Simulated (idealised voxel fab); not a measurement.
process module | voxel ribs on slabs
cross-section cut | 245 nm wide | cells 5 nm
A cross-section is a grid of square cells, given in bands from the top down. A band is one or more rows of cells.
Each band's line starts with the height of the band's top and of its bottom, in nm. Then come its materials from left to right, each with its width in nm. One material with "throughout" fills the band from edge to edge. "air" is empty space.
Height 0 is the level under which the wafer as received is all one material. The lowest band goes on downwards, as in "0 down".
A width such as "30 to 40" changes by the same amount from each row of cells to the next, from the band's top row to its bottom row.
"no change" after a step means that no cell of the cross-section changed.
closed voids: empty space of 8 cells or more with no open way to the top, each as width x height at its distance from the left edge, in nm
after a step's settings: what the simulator itself notes on the step
overlay nm, on a step with a mask: how far to the right of its planned place the mask lay; to the left if negative
plan
1 op RECEIVE | material Si
2 op DIRECTIONAL_DEP | material SiO2 | thk nm 30
3 op DIRECTIONAL_DEP | material polySi | thk nm 25
4 op MASKED_ETCH | tone cover | mask id RIB | width nm 30 | etch materials polySi | depth nm 10 | overlay nm 0
5 op MASKED_ETCH | tone cover | mask id SLAB | width nm 70 | etch materials polySi | depth nm 15 | overlay nm 0
6 op FILL_DEP | material SiO2 | thk nm 20
7 op CMP | height nm 70
8 op DIRECTIONAL_DEP | material TiN | thk nm 5
9 op DIRECTIONAL_DEP | material aC | thk nm 15
10 op PATTERN | tone cover | mask id HEATER | material resist | width nm 40 | thk nm 30 | overlay nm 0
11 op DIRECTIONAL_ETCH | etch materials aC | depth nm 15
12 op STRIP | etch materials resist
13 op DIRECTIONAL_ETCH | etch materials TiN | depth nm 5
14 op STRIP | etch materials aC
15 op CONFORMAL_DEP | material SiO2 | thk nm 10
as received, after step 1
  0 down: Si throughout
  closed voids: none
a wafer at the end: this start, this plan, one mistake
  85 to 80: air 90 | SiO2 60 | air 95
  80 to 75: SiO2 throughout
  75 to 70: SiO2 100 | TiN 40 | SiO2 105
  70 to 55: SiO2 throughout
  55 to 45: SiO2 105 | polySi 30 | SiO2 110
  45 to 30: SiO2 85 | polySi 75 | SiO2 85
  30 to 0: SiO2 throughout
  0 down: Si throughout
  closed voids: none
what went wrong: step 5 ran as: op MASKED_ETCH | tone cover | mask id SLAB | width nm 75 | etch materials polySi | depth nm 15 | overlay nm 0
